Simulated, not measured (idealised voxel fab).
Process module heading - voxel local oxidation
The cross-section on display is named cut; it measures 190 nm wide, and its cells are 5 nm squares.
A cross-section is a grid of square cells, given in bands from the top down. A band is one or more rows of cells.
Within each band entry, the heights of the top and of the bottom of the band appear first, in that order and in nm; the materials of the band then follow from left to right, each with its corresponding width in nm. The designation "everywhere" on a single material indicates that it fills the band from edge to edge; the designation "empty" indicates empty space.
Height 0 is the level under which the wafer as received is all one material. The lowest band goes on downwards, as in "z 0 and below".
Top row gets the first number, bottom row gets the second, and each row in between changes by the same step: that is how a band width like "30->40" works.
Where the words "no change" appear for a step, the cross-section shows no cell changed by that step; every cell remained as before.
So "Sealed void list" is basically the list of trapped voids: any empty space of 8 cells or more that can't reach the top through an opening. They're written width x height at distance, the distance being from the left edge, and it's all nm.
Formally, on a step line, whatever follows the settings is a remark that the simulator itself makes on the step.
overlay nm: mask right of planned place by this much (step with mask). Neg. = left.
Structure of the following material. The material consists of pairs of cross-sections. Each pair comprises the cross-section before one process step and the cross-section after that step, the latter shown only down to the lowest band that changed. The step between the cross-sections is specified beneath each pair, including its settings. Pairs are not necessarily consecutive: they may derive from different runs of this module performed on the same starting wafer. Continuity with the pair above is to be assumed only where the entry headed "Pre-process" of the pair in question states it.

Pre-process:
> z 0 and below = Si everywhere
> Sealed void list: none

Sectional View, Post-Process:
> z 0 to -5 = SiO2 everywhere
> Under the height -5 nothing was changed.
> Sealed void list: none
For reference, the processing step occurring between the two cross-sections presented above is as follows: OXIDIZE,depth nm 5

Pre-process: the cross-section after the pair above

Sectional View, Post-Process:
> z 15 to 0 = SiN everywhere
> Under the height 0 nothing was changed.
> Sealed void list: none
For reference, the processing step occurring between the two cross-sections presented above is as follows: CONFORMAL_DEP,material SiN,thk nm 15

Pre-process: the cross-section after the pair above

Sectional View, Post-Process:
> z 15 to 0 = 50 empty, 90 SiN, 50 empty
> Under the height 0 nothing was changed.
> Sealed void list: none
For reference, the processing step occurring between the two cross-sections presented above is as follows: MASKED_ETCH,tone cover,mask id ACTIVE,width nm 90,etch materials SiN,depth nm 15,overlay nm 0

Pre-process: the cross-section after the pair above

Sectional View, Post-Process:
> z 15 to 0 = 50 empty, 90 SiN, 50 empty
> z 0 to -5 = 55 empty, 80 SiO2, 55 empty
> Under the height -5 nothing was changed.
> Sealed void list: none
For reference, the processing step occurring between the two cross-sections presented above is as follows: SELECTIVE_ETCH,etch materials SiO2,depth nm 5

Pre-process: the cross-section after the pair above

Sectional View, Post-Process:
> z 15 to 0 = 50 empty, 90 SiN, 50 empty
> z 0 to -5 = 55 empty, 80 SiO2, 55 empty
> z -5 to -15 = 65 SiO2, 60 Si, 65 SiO2
> Under the height -15 nothing was changed.
> Sealed void list: none
For reference, the processing step occurring between the two cross-sections presented above is as follows: OXIDIZE,depth nm 10

Pre-process: the cross-section after the pair above

Sectional View, Post-Process:
> z 0 to -5 = 55 empty, 80 SiO2, 55 empty
> Under the height -5 nothing was changed.
> Sealed void list: none
For reference, the processing step occurring between the two cross-sections presented above is as follows: STRIP,etch materials SiN

Pre-process:
> z 0 to -5 = SiO2 everywhere
> z -5 and below = Si everywhere
> Sealed void list: none

Sectional View, Post-Process:
> z -5 and below = Si everywhere
> Sealed void list: none
For reference, the processing step occurring between the two cross-sections presented above is as follows: SELECTIVE_ETCH,etch materials SiO2,depth nm 5

Pre-process: the cross-section after the pair above

Sectional View, Post-Process:
> z -5 to -15 = SiO2 everywhere
> Under the height -15 nothing was changed.
> Sealed void list: none
For reference, the processing step occurring between the two cross-sections presented above is as follows: OXIDIZE,depth nm 10

Pre-process:
> z 15 to 0 = 50 empty, 90 SiN, 50 empty
> z 0 to -5 = 55 empty, 80 SiO2, 55 empty
> z -5 and below = Si everywhere
> Sealed void list: none

Sectional View, Post-Process:
> z 0 to -5 = 55 empty, 80 SiO2, 55 empty
> Under the height -5 nothing was changed.
> Sealed void list: none
For reference, the processing step occurring between the two cross-sections presented above is as follows: STRIP,etch materials SiN

Pre-process: the cross-section after the pair above

Sectional View, Post-Process:
> z 0 to -5 = 55 empty, 80 SiO2, 55 empty
> z -5 to -15 = 65 SiO2, 60 Si, 65 SiO2
> Under the height -15 nothing was changed.
> Sealed void list: none
For reference, the processing step occurring between the two cross-sections presented above is as follows: OXIDIZE,depth nm 10

Pre-process:
> z 0 and below = Si everywhere
> Sealed void list: none

Sectional View, Post-Process:
> z 0 to -15 = SiO2 everywhere
> Under the height -15 nothing was changed.
> Sealed void list: none
For reference, the processing step occurring between the two cross-sections presented above is as follows: OXIDIZE,depth nm 15

Pre-process: the cross-section after the pair above

Sectional View, Post-Process:
> z 15 to 0 = SiN everywhere
> Under the height 0 nothing was changed.
> Sealed void list: none
For reference, the processing step occurring between the two cross-sections presented above is as follows: CONFORMAL_DEP,material SiN,thk nm 15

Pre-process: the cross-section after the pair above

Sectional View, Post-Process:
> z 15 to 0 = 50 empty, 90 SiN, 50 empty
> Under the height 0 nothing was changed.
> Sealed void list: none
For reference, the processing step occurring between the two cross-sections presented above is as follows: MASKED_ETCH,tone cover,mask id ACTIVE,width nm 90,etch materials SiN,depth nm 15,overlay nm 0

Pre-process: the cross-section after the pair above

Sectional View, Post-Process:
> z 15 to 0 = 50 empty, 90 SiN, 50 empty
> z 0 to -5 = 55 empty, 80 SiO2, 55 empty
> Under the height -5 nothing was changed.
> Sealed void list: none
For reference, the processing step occurring between the two cross-sections presented above is as follows: SELECTIVE_ETCH,etch materials SiO2,depth nm 5

Pre-process: the cross-section after the pair above

Sectional View, Post-Process:
> z 0 to -5 = 55 empty, 80 SiO2, 55 empty
> Under the height -5 nothing was changed.
> Sealed void list: none
For reference, the processing step occurring between the two cross-sections presented above is as follows: STRIP,etch materials SiN

Pre-process:
> z 15 to 0 = SiN everywhere
> z 0 to -5 = SiO2 everywhere
> z -5 and below = Si everywhere
> Sealed void list: none

Sectional View, Post-Process:
> z 15 to 0 = 45 empty, 100 SiN, 45 empty
> Under the height 0 nothing was changed.
> Sealed void list: none
For reference, the processing step occurring between the two cross-sections presented above is as follows: MASKED_ETCH,tone cover,mask id ACTIVE,width nm 100,etch materials SiN,depth nm 15,overlay nm 0

Pre-process: the cross-section after the pair above

Sectional View, Post-Process:
> z 15 to 0 = 45 empty, 100 SiN, 45 empty
> z 0 to -5 = 50 empty, 90 SiO2, 50 empty
> Under the height -5 nothing was changed.
> Sealed void list: none
For reference, the processing step occurring between the two cross-sections presented above is as follows: SELECTIVE_ETCH,etch materials SiO2,depth nm 5

Pre-process: the cross-section after the pair above

Sectional View, Post-Process:
> z 15 to 0 = 45 empty, 100 SiN, 45 empty
> z 0 to -5 = 50 empty, 90 SiO2, 50 empty
> z -5 to -15 = 60 SiO2, 70 Si, 60 SiO2
> Under the height -15 nothing was changed.
> Sealed void list: none
For reference, the processing step occurring between the two cross-sections presented above is as follows: OXIDIZE,depth nm 10

Pre-process: the cross-section after the pair above

Sectional View, Post-Process:
> z 0 to -5 = 50 empty, 90 SiO2, 50 empty
> Under the height -5 nothing was changed.
> Sealed void list: none
For reference, the processing step occurring between the two cross-sections presented above is as follows: STRIP,etch materials SiN

Pre-process:
> z 15 to 0 = SiN everywhere
> z 0 to -5 = SiO2 everywhere
> z -5 and below = Si everywhere
> Sealed void list: none

Sectional View, Post-Process:
> z 15 to 0 = 55 empty, 90 SiN, 45 empty
> Under the height 0 nothing was changed.
> Sealed void list: none
For reference, the processing step occurring between the two cross-sections presented above is as follows: MASKED_ETCH,tone cover,mask id ACTIVE,width nm 90,etch materials SiN,depth nm 15,overlay nm 5

Pre-process: the cross-section after the pair above

Sectional View, Post-Process:
> z 15 to 0 = 55 empty, 90 SiN, 45 empty
> z 0 to -5 = 60 empty, 80 SiO2, 50 empty
> Under the height -5 nothing was changed.
> Sealed void list: none
For reference, the processing step occurring between the two cross-sections presented above is as follows: SELECTIVE_ETCH,etch materials SiO2,depth nm 5

Pre-process: the cross-section after the pair above

Sectional View, Post-Process:
> z 15 to 0 = 55 empty, 90 SiN, 45 empty
> z 0 to -5 = 60 empty, 80 SiO2, 50 empty
> z -5 to -15 = 70 SiO2, 60 Si, 60 SiO2
> Under the height -15 nothing was changed.
> Sealed void list: none
For reference, the processing step occurring between the two cross-sections presented above is as follows: OXIDIZE,depth nm 10

Pre-process: the cross-section after the pair above

Sectional View, Post-Process:
> z 0 to -5 = 60 empty, 80 SiO2, 50 empty
> Under the height -5 nothing was changed.
> Sealed void list: none
For reference, the processing step occurring between the two cross-sections presented above is as follows: STRIP,etch materials SiN

Pre-process:
> z 15 to 0 = 50 empty, 90 SiN, 50 empty
> z 0 to -5 = 55 empty, 80 SiO2, 55 empty
> z -5 to -15 = 65 SiO2, 60 Si, 65 SiO2
> z -15 and below = Si everywhere
> Sealed void list: none

Sectional View, Post-Process:
> z -5 to -15 = 65 empty, 60 Si, 65 empty
> Under the height -15 nothing was changed.
> Sealed void list: none
For reference, the processing step occurring between the two cross-sections presented above is as follows: STRIP,etch materials SiO2

Pre-process:
> z 15 to 0 = SiN everywhere
> z 0 to -5 = SiO2 everywhere
> z -5 and below = Si everywhere
> Sealed void list: none

Sectional View, Post-Process:
> z 15 to 0 = 50 SiN, 90 empty, 50 SiN
> Under the height 0 nothing was changed.
> Sealed void list: none
For reference, the processing step occurring between the two cross-sections presented above is as follows: MASKED_ETCH,tone open,mask id ACTIVE,width nm 90,etch materials SiN,depth nm 15,overlay nm 0

Pre-process: the cross-section after the pair above

Sectional View, Post-Process:
> z 15 to 0 = 50 SiN, 90 empty, 50 SiN
> z 0 to -5 = 45 SiO2, 100 empty, 45 SiO2
> Under the height -5 nothing was changed.
> Sealed void list: none
For reference, the processing step occurring between the two cross-sections presented above is as follows: SELECTIVE_ETCH,etch materials SiO2,depth nm 5

Pre-process: the cross-section after the pair above

Sectional View, Post-Process:
> z 15 to 0 = 50 SiN, 90 empty, 50 SiN
> z 0 to -5 = 45 SiO2, 100 empty, 45 SiO2
> z -5 to -15 = 35 Si, 120 SiO2, 35 Si
> Under the height -15 nothing was changed.
> Sealed void list: none
For reference, the processing step occurring between the two cross-sections presented above is as follows: OXIDIZE,depth nm 10

Pre-process: the cross-section after the pair above

Sectional View, Post-Process:
> z 0 to -5 = 45 SiO2, 100 empty, 45 SiO2
> Under the height -5 nothing was changed.
> Sealed void list: none
For reference, the processing step occurring between the two cross-sections presented above is as follows: STRIP,etch materials SiN
